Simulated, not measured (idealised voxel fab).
process module | voxel air gaps
cross-section cut | 280 nm wide | cells 5 nm
A cross-section is a grid of square cells, given in bands from the top down. A band is one or more rows of cells.
Each band's line starts with the height of the band's top and of its bottom, in nm. Then come its materials from left to right, each with its width in nm. One material with "throughout" fills the band from edge to edge. "air" is empty space.
Height 0 is the level under which the wafer as received is all one material. The lowest band goes on downwards, as in "0 down".
A width such as "30 to 40" changes by the same amount from each row of cells to the next, from the band's top row to its bottom row.
"no change" after a step means that no cell of the cross-section changed.
closed voids: empty space of 8 cells or more with no open way to the top, each as width x height at its distance from the left edge, in nm
after a step's settings: what the simulator itself notes on the step
overlay nm, on a step with a mask: how far to the right of its planned place the mask lay; to the left if negative
plan
1 op RECEIVE | material Si
2 op CONFORMAL_DEP | material SiO2 | thk nm 10
3 op CONFORMAL_DEP | material SiN | thk nm 5
4 op DIRECTIONAL_DEP | material lowk | thk nm 40
5 op PATTERN | tone open | mask id LINES | material resist | width nm 20 | pitch nm 45 | thk nm 15 | overlay nm 0
6 op DIRECTIONAL_ETCH | etch materials lowk | depth nm 40
7 op STRIP | etch materials resist
8 op CONFORMAL_DEP | material TiN | thk nm 5
9 op FILL_DEP | material Ru | thk nm 10
10 op CMP | height nm 55
11 op EPI | material Ru | thk nm 10
12 op SELECTIVE_ETCH | etch materials lowk | depth nm 50
13 op CONFORMAL_DEP | material SiCN | thk nm 5
first wafer, as planned
as received, after step 1
  0 down: Si throughout
  closed voids: none
after step 2
  10 to 0: SiO2 throughout
  below 0: unchanged
after step 3
  15 to 10: SiN throughout
  below 10: unchanged
after step 4
  55 to 15: lowk throughout
  below 15: unchanged
after step 5
  70 to 55: resist 60 | air 20 | resist 25 | air 20 | resist 25 | air 20 | resist 25 | air 20 | resist 65
  below 55: unchanged
after step 6
  70 to 55: resist 60 | air 20 | resist 25 | air 20 | resist 25 | air 20 | resist 25 | air 20 | resist 65
  55 to 15: lowk 60 | air 20 | lowk 25 | air 20 | lowk 25 | air 20 | lowk 25 | air 20 | lowk 65
  below 15: unchanged
after step 7
  55 to 15: lowk 60 | air 20 | lowk 25 | air 20 | lowk 25 | air 20 | lowk 25 | air 20 | lowk 65
  below 15: unchanged
after step 8
  60 to 55: TiN 65 | air 10 | TiN 35 | air 10 | TiN 35 | air 10 | TiN 35 | air 10 | TiN 70
  55 to 20: lowk 60 | TiN 5 | air 10 | TiN 5 | lowk 25 | TiN 5 | air 10 | TiN 5 | lowk 25 | TiN 5 | air 10 | TiN 5 | lowk 25 | TiN 5 | air 10 | TiN 5 | lowk 65
  20 to 15: lowk 60 | TiN 20 | lowk 25 | TiN 20 | lowk 25 | TiN 20 | lowk 25 | TiN 20 | lowk 65
  below 15: unchanged
after step 9
  70 to 60: Ru throughout
  60 to 55: TiN 65 | Ru 10 | TiN 35 | Ru 10 | TiN 35 | Ru 10 | TiN 35 | Ru 10 | TiN 70
  55 to 20: lowk 60 | TiN 5 | Ru 10 | TiN 5 | lowk 25 | TiN 5 | Ru 10 | TiN 5 | lowk 25 | TiN 5 | Ru 10 | TiN 5 | lowk 25 | TiN 5 | Ru 10 | TiN 5 | lowk 65
  below 20: unchanged
after step 10
  55 to 20: lowk 60 | TiN 5 | Ru 10 | TiN 5 | lowk 25 | TiN 5 | Ru 10 | TiN 5 | lowk 25 | TiN 5 | Ru 10 | TiN 5 | lowk 25 | TiN 5 | Ru 10 | TiN 5 | lowk 65
  below 20: unchanged
after step 11
  65 to 55: air 50 | Ru 40 | air 5 | Ru 40 | air 5 | Ru 40 | air 5 | Ru 40 | air 55
  below 55: unchanged
after step 12
  65 to 55: air 50 | Ru 40 | air 5 | Ru 40 | air 5 | Ru 40 | air 5 | Ru 40 | air 55
  55 to 20: air 60 | TiN 5 | Ru 10 | TiN 5 | air 25 | TiN 5 | Ru 10 | TiN 5 | air 25 | TiN 5 | Ru 10 | TiN 5 | air 25 | TiN 5 | Ru 10 | TiN 5 | air 65
  20 to 15: air 60 | TiN 20 | air 25 | TiN 20 | air 25 | TiN 20 | air 25 | TiN 20 | air 65
  below 15: unchanged
after step 13
  70 to 65: air 45 | SiCN 185 | air 50
  65 to 55: air 45 | SiCN 5 | Ru 40 | SiCN 5 | Ru 40 | SiCN 5 | Ru 40 | SiCN 5 | Ru 40 | SiCN 5 | air 50
  55 to 50: air 45 | SiCN 15 | TiN 5 | Ru 10 | TiN 5 | SiCN 25 | TiN 5 | Ru 10 | TiN 5 | SiCN 25 | TiN 5 | Ru 10 | TiN 5 | SiCN 25 | TiN 5 | Ru 10 | TiN 5 | SiCN 15 | air 50
  50 to 20: air 55 | SiCN 5 | TiN 5 | Ru 10 | TiN 5 | SiCN 5 | air 15 | SiCN 5 | TiN 5 | Ru 10 | TiN 5 | SiCN 5 | air 15 | SiCN 5 | TiN 5 | Ru 10 | TiN 5 | SiCN 5 | air 15 | SiCN 5 | TiN 5 | Ru 10 | TiN 5 | SiCN 5 | air 60
  20 to 15: SiCN 60 | TiN 20 | SiCN 25 | TiN 20 | SiCN 25 | TiN 20 | SiCN 25 | TiN 20 | SiCN 65
  below 15: unchanged
  closed voids: 15 x 30 at 85; 15 x 30 at 130; 15 x 30 at 175
second wafer: like start, like plan, one mistake. Through step 3 it matches the first wafer
when step 4 should have ended
  50 to 15: lowk throughout
  below 15: unchanged
when step 5 should have ended
  65 to 50: resist 60 | air 20 | resist 25 | air 20 | resist 25 | air 20 | resist 25 | air 20 | resist 65
  below 50: unchanged
when step 6 should have ended
  65 to 50: resist 60 | air 20 | resist 25 | air 20 | resist 25 | air 20 | resist 25 | air 20 | resist 65
  50 to 15: lowk 60 | air 20 | lowk 25 | air 20 | lowk 25 | air 20 | lowk 25 | air 20 | lowk 65
  below 15: unchanged
when step 7 should have ended
  50 to 15: lowk 60 | air 20 | lowk 25 | air 20 | lowk 25 | air 20 | lowk 25 | air 20 | lowk 65
  below 15: unchanged
when step 8 should have ended
  55 to 50: TiN 65 | air 10 | TiN 35 | air 10 | TiN 35 | air 10 | TiN 35 | air 10 | TiN 70
  50 to 20: lowk 60 | TiN 5 | air 10 | TiN 5 | lowk 25 | TiN 5 | air 10 | TiN 5 | lowk 25 | TiN 5 | air 10 | TiN 5 | lowk 25 | TiN 5 | air 10 | TiN 5 | lowk 65
  20 to 15: lowk 60 | TiN 20 | lowk 25 | TiN 20 | lowk 25 | TiN 20 | lowk 25 | TiN 20 | lowk 65
  below 15: unchanged
when step 9 should have ended
  65 to 55: Ru throughout
  55 to 50: TiN 65 | Ru 10 | TiN 35 | Ru 10 | TiN 35 | Ru 10 | TiN 35 | Ru 10 | TiN 70
  50 to 20: lowk 60 | TiN 5 | Ru 10 | TiN 5 | lowk 25 | TiN 5 | Ru 10 | TiN 5 | lowk 25 | TiN 5 | Ru 10 | TiN 5 | lowk 25 | TiN 5 | Ru 10 | TiN 5 | lowk 65
  below 20: unchanged
when step 10 should have ended
  55 to 50: TiN 65 | Ru 10 | TiN 35 | Ru 10 | TiN 35 | Ru 10 | TiN 35 | Ru 10 | TiN 70
  below 50: unchanged
when step 11 should have ended
  65 to 55: Ru throughout
  below 55: unchanged
when step 12 should have ended: no change
when step 13 should have ended
  70 to 65: SiCN throughout
  below 65: unchanged
what went wrong: step 4 ran as: op DIRECTIONAL_DEP | material lowk | thk nm 35
at the end the second wafer has, in cells: 48 more of Ru | 100 fewer of SiCN | 40 more of TiN | 280 more of lowk
closed voids at the end (first wafer, second wafer): 3, 0
